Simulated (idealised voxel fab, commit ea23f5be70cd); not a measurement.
process module | voxel wiring stack
The cross-section shown here is cut; it is 295 nm wide and divided into square cells measuring 5 nm on a side.
Think of the cross-section as a grid of square cells. We describe it in bands, top to bottom, and each band covers one or more rows of those cells. Each band's line starts with the height of the band's top and of its bottom, in nm. Then come its materials from left to right, each with its width in nm. One material with "throughout" fills the band from edge to edge. "empty" is empty space. Heights from 0 (as-received wafer is one material below). Bottom band endless downward, as "0 nm and below". So if you see something like "30..40" for the width, read it as the top row of the band sitting at the first number and the bottom row at the second, with every row in between moving by the same amount as the last. Reading "nothing different" for a step: not a cell of the cross-section changed in it. Closed-off voids of 8+ cells (no open route to the top) go in "Voids, fully enclosed", written width x height at distance from the left edge, in nm. Step line, after settings: the simulator's comment on this step. The optional step-line setting "overlay nm" applies to steps with a mask and quantifies how far to the right of its planned location the mask lay, a negative value indicating leftward placement.
## The planned process steps are enumerated hereunder
1) RECEIVE | material Si
2) CONFORMAL_DEP | material SiO2 | thk nm 10
3) DIRECTIONAL_DEP | material TiN | thk nm 5
4) DIRECTIONAL_DEP | material Ru | thk nm 20
5) MASKED_ETCH | tone cover | mask id METAL_1 | width nm 30 | pitch nm 50 | etch materials Ru | depth nm 20 | overlay nm 0
6) MASKED_ETCH | tone cover | mask id METAL_1 | width nm 30 | pitch nm 50 | etch materials TiN | depth nm 5 | overlay nm 0
7) FILL_DEP | material SiO2 | thk nm 5
8) CMP | height nm 35
9) CONFORMAL_DEP | material SiCN | thk nm 5
10) DIRECTIONAL_DEP | material lowk | thk nm 25
11) MASKED_ETCH | tone open | mask id METAL_2_HOLES | width nm 15 | pitch nm 50 | etch materials lowk | depth nm 25 | overlay nm 0
12) MASKED_ETCH | tone open | mask id METAL_2 | width nm 30 | pitch nm 50 | etch materials lowk | depth nm 15 | overlay nm 0
13) MASKED_ETCH | tone open | mask id METAL_2 | width nm 30 | pitch nm 50 | etch materials SiCN | depth nm 5 | overlay nm 0
14) CONFORMAL_DEP | material TiN | thk nm 5
15) FILL_DEP | material Ru | thk nm 5
16) CMP | height nm 65
17) CONFORMAL_DEP | material SiCN | thk nm 5
18) DIRECTIONAL_DEP | material SiO2 | thk nm 10
19) MASKED_ETCH | tone open | mask id PLUG_2 | width nm 15 | pitch nm 100 | etch materials SiO2 | depth nm 10 | overlay nm 0
20) MASKED_ETCH | tone open | mask id PLUG_2 | width nm 15 | pitch nm 100 | etch materials SiCN | depth nm 5 | overlay nm 0
21) EPI | material Ru | thk nm 10
22) EPI | material Ru | thk nm 5
23) DIRECTIONAL_DEP | material TiN | thk nm 5
24) DIRECTIONAL_DEP | material W | thk nm 25
25) MASKED_ETCH | tone cover | mask id METAL_3 | width nm 30 | pitch nm 50 | etch materials W | depth nm 25 | overlay nm 0
26) MASKED_ETCH | tone cover | mask id METAL_3 | width nm 30 | pitch nm 50 | etch materials TiN | depth nm 5 | overlay nm 0
27) CONFORMAL_DEP | material SiCN | thk nm 5
28) FILL_DEP | material lowk | thk nm 5
29) CMP | height nm 110
30) CONFORMAL_DEP | material SiCN | thk nm 5
31) DIRECTIONAL_DEP | material SiO2 | thk nm 25
32) DIRECTIONAL_DEP | material aC | thk nm 10
33) PATTERN | tone open | mask id METAL_4 | material resist | width nm 30 | pitch nm 50 | thk nm 25 | overlay nm 0
34) DIRECTIONAL_ETCH | etch materials aC | depth nm 10
35) STRIP | etch materials resist
36) DIRECTIONAL_ETCH | etch materials SiO2 | depth nm 15
37) STRIP | etch materials aC
38) MASKED_ETCH | tone open | mask id METAL_4_HOLES | width nm 15 | pitch nm 50 | etch materials SiO2 | depth nm 10 | overlay nm 0
39) MASKED_ETCH | tone open | mask id METAL_4_HOLES | width nm 15 | pitch nm 50 | etch materials SiCN | depth nm 5 | overlay nm 0
40) CONFORMAL_DEP | material TiN | thk nm 5
41) FILL_DEP | material Cu | thk nm 10
42) CMP | height nm 140
43) CONFORMAL_DEP | material SiN | thk nm 5
## As received (post step 1): cross-section
> 0 nm and below: Si throughout
> Voids, fully enclosed: none
## First of two wafers: cross-section at end of module, run per plan
> 145 nm to 140 nm: SiN throughout
> 140 nm to 130 nm: 55 nm SiO2 / 5 nm TiN / 20 nm Cu / 5 nm TiN / 20 nm SiO2 / 5 nm TiN / 20 nm Cu / 5 nm TiN / 20 nm SiO2 / 5 nm TiN / 20 nm Cu / 5 nm TiN / 20 nm SiO2 / 5 nm TiN / 20 nm Cu / 5 nm TiN / 60 nm SiO2
> 130 nm to 125 nm: 55 nm SiO2 / 5 nm TiN / 5 nm Cu / 20 nm TiN / 20 nm SiO2 / 5 nm TiN / 5 nm Cu / 20 nm TiN / 20 nm SiO2 / 5 nm TiN / 5 nm Cu / 20 nm TiN / 20 nm SiO2 / 5 nm TiN / 5 nm Cu / 20 nm TiN / 60 nm SiO2
> 125 nm to 115 nm: 55 nm SiO2 / 5 nm TiN / 5 nm Cu / 5 nm TiN / 35 nm SiO2 / 5 nm TiN / 5 nm Cu / 5 nm TiN / 35 nm SiO2 / 5 nm TiN / 5 nm Cu / 5 nm TiN / 35 nm SiO2 / 5 nm TiN / 5 nm Cu / 5 nm TiN / 75 nm SiO2
> 115 nm to 110 nm: 55 nm SiCN / 15 nm TiN / 35 nm SiCN / 15 nm TiN / 35 nm SiCN / 15 nm TiN / 35 nm SiCN / 15 nm TiN / 75 nm SiCN
> 110 nm to 85 nm: 50 nm lowk / 5 nm SiCN / 30 nm W / 5 nm SiCN / 10 nm lowk / 5 nm SiCN / 30 nm W / 5 nm SiCN / 10 nm lowk / 5 nm SiCN / 30 nm W / 5 nm SiCN / 10 nm lowk / 5 nm SiCN / 30 nm W / 5 nm SiCN / 55 nm lowk
> 85 nm to 80 nm: 55 nm SiCN / 30 nm TiN / 20 nm SiCN / 30 nm TiN / 20 nm SiCN / 30 nm TiN / 20 nm SiCN / 30 nm TiN / 60 nm SiCN
> 80 nm to 70 nm: 55 nm SiO2 / 15 nm Ru / 85 nm SiO2 / 15 nm Ru / 125 nm SiO2
> 70 nm to 65 nm: 55 nm SiCN / 15 nm Ru / 85 nm SiCN / 15 nm Ru / 125 nm SiCN
> 65 nm to 55 nm: 55 nm lowk / 5 nm TiN / 20 nm Ru / 5 nm TiN / 20 nm lowk / 5 nm TiN / 20 nm Ru / 5 nm TiN / 20 nm lowk / 5 nm TiN / 20 nm Ru / 5 nm TiN / 20 nm lowk / 5 nm TiN / 20 nm Ru / 5 nm TiN / 60 nm lowk
> 55 nm to 50 nm: 55 nm lowk / 5 nm TiN / 5 nm Ru / 20 nm TiN / 20 nm lowk / 5 nm TiN / 5 nm Ru / 20 nm TiN / 20 nm lowk / 5 nm TiN / 5 nm Ru / 20 nm TiN / 20 nm lowk / 5 nm TiN / 5 nm Ru / 20 nm TiN / 60 nm lowk
> 50 nm to 40 nm: 55 nm lowk / 5 nm TiN / 5 nm Ru / 5 nm TiN / 35 nm lowk / 5 nm TiN / 5 nm Ru / 5 nm TiN / 35 nm lowk / 5 nm TiN / 5 nm Ru / 5 nm TiN / 35 nm lowk / 5 nm TiN / 5 nm Ru / 5 nm TiN / 75 nm lowk
> 40 nm to 35 nm: 55 nm SiCN / 15 nm TiN / 35 nm SiCN / 15 nm TiN / 35 nm SiCN / 15 nm TiN / 35 nm SiCN / 15 nm TiN / 75 nm SiCN
> 35 nm to 15 nm: 55 nm SiO2 / 30 nm Ru / 20 nm SiO2 / 30 nm Ru / 20 nm SiO2 / 30 nm Ru / 20 nm SiO2 / 30 nm Ru / 60 nm SiO2
> 15 nm to 10 nm: 55 nm SiO2 / 30 nm TiN / 20 nm SiO2 / 30 nm TiN / 20 nm SiO2 / 30 nm TiN / 20 nm SiO2 / 30 nm TiN / 60 nm SiO2
> 10 nm to 0 nm: SiO2 throughout
> 0 nm and below: Si throughout
> Voids, fully enclosed: none
## Wafer two, end of module, cross-section. Same start, same plan as wafer one. One mistake in the run
> 145 nm to 140 nm: SiN throughout
> 140 nm to 130 nm: 55 nm SiO2 / 5 nm TiN / 20 nm Cu / 5 nm TiN / 20 nm SiO2 / 5 nm TiN / 20 nm Cu / 5 nm TiN / 20 nm SiO2 / 5 nm TiN / 20 nm Cu / 5 nm TiN / 20 nm SiO2 / 5 nm TiN / 20 nm Cu / 5 nm TiN / 60 nm SiO2
> 130 nm to 125 nm: 55 nm SiO2 / 5 nm TiN / 5 nm Cu / 20 nm TiN / 20 nm SiO2 / 5 nm TiN / 5 nm Cu / 20 nm TiN / 20 nm SiO2 / 5 nm TiN / 5 nm Cu / 20 nm TiN / 20 nm SiO2 / 5 nm TiN / 5 nm Cu / 20 nm TiN / 60 nm SiO2
> 125 nm to 115 nm: 55 nm SiO2 / 5 nm TiN / 5 nm Cu / 5 nm TiN / 35 nm SiO2 / 5 nm TiN / 5 nm Cu / 5 nm TiN / 35 nm SiO2 / 5 nm TiN / 5 nm Cu / 5 nm TiN / 35 nm SiO2 / 5 nm TiN / 5 nm Cu / 5 nm TiN / 75 nm SiO2
> 115 nm to 110 nm: 55 nm SiCN / 15 nm TiN / 35 nm SiCN / 15 nm TiN / 35 nm SiCN / 15 nm TiN / 35 nm SiCN / 15 nm TiN / 75 nm SiCN
> 110 nm to 95 nm: 50 nm lowk / 5 nm SiCN / 30 nm W / 5 nm SiCN / 10 nm lowk / 5 nm SiCN / 30 nm W / 5 nm SiCN / 10 nm lowk / 5 nm SiCN / 30 nm W / 5 nm SiCN / 10 nm lowk / 5 nm SiCN / 30 nm W / 5 nm SiCN / 55 nm lowk
> 95 nm to 90 nm: 40 nm lowk / 15 nm SiCN / 25 nm TiN / 5 nm W / 5 nm SiCN / 10 nm lowk / 5 nm SiCN / 30 nm W / 20 nm SiCN / 25 nm TiN / 5 nm W / 5 nm SiCN / 10 nm lowk / 5 nm SiCN / 30 nm W / 5 nm SiCN / 55 nm lowk
> 90 nm to 85 nm: 40 nm lowk / 5 nm SiCN / 35 nm Ru / 5 nm W / 5 nm SiCN / 10 nm lowk / 5 nm SiCN / 30 nm W / 10 nm SiCN / 35 nm Ru / 5 nm W / 5 nm SiCN / 10 nm lowk / 5 nm SiCN / 30 nm W / 5 nm SiCN / 55 nm lowk
> 85 nm to 80 nm: 45 nm SiCN / 35 nm Ru / 5 nm TiN / 20 nm SiCN / 30 nm TiN / 10 nm SiCN / 35 nm Ru / 5 nm TiN / 20 nm SiCN / 30 nm TiN / 60 nm SiCN
> 80 nm to 70 nm: 55 nm SiO2 / 15 nm Ru / 85 nm SiO2 / 15 nm Ru / 125 nm SiO2
> 70 nm to 65 nm: 55 nm SiCN / 15 nm Ru / 85 nm SiCN / 15 nm Ru / 125 nm SiCN
> 65 nm to 55 nm: 55 nm lowk / 5 nm TiN / 20 nm Ru / 5 nm TiN / 20 nm lowk / 5 nm TiN / 20 nm Ru / 5 nm TiN / 20 nm lowk / 5 nm TiN / 20 nm Ru / 5 nm TiN / 20 nm lowk / 5 nm TiN / 20 nm Ru / 5 nm TiN / 60 nm lowk
> 55 nm to 50 nm: 55 nm lowk / 5 nm TiN / 5 nm Ru / 20 nm TiN / 20 nm lowk / 5 nm TiN / 5 nm Ru / 20 nm TiN / 20 nm lowk / 5 nm TiN / 5 nm Ru / 20 nm TiN / 20 nm lowk / 5 nm TiN / 5 nm Ru / 20 nm TiN / 60 nm lowk
> 50 nm to 40 nm: 55 nm lowk / 5 nm TiN / 5 nm Ru / 5 nm TiN / 35 nm lowk / 5 nm TiN / 5 nm Ru / 5 nm TiN / 35 nm lowk / 5 nm TiN / 5 nm Ru / 5 nm TiN / 35 nm lowk / 5 nm TiN / 5 nm Ru / 5 nm TiN / 75 nm lowk
> 40 nm to 35 nm: 55 nm SiCN / 15 nm TiN / 35 nm SiCN / 15 nm TiN / 35 nm SiCN / 15 nm TiN / 35 nm SiCN / 15 nm TiN / 75 nm SiCN
> 35 nm to 15 nm: 55 nm SiO2 / 30 nm Ru / 20 nm SiO2 / 30 nm Ru / 20 nm SiO2 / 30 nm Ru / 20 nm SiO2 / 30 nm Ru / 60 nm SiO2
> 15 nm to 10 nm: 55 nm SiO2 / 30 nm TiN / 20 nm SiO2 / 30 nm TiN / 20 nm SiO2 / 30 nm TiN / 20 nm SiO2 / 30 nm TiN / 60 nm SiO2
> 10 nm to 0 nm: SiO2 throughout
> 0 nm and below: Si throughout
> Voids, fully enclosed: none
Misprocessing identified: step 21, plan: ran twice
Final cells, second wafer relative to first, materials higher or lower: Ru +28 | W -20 | lowk -8
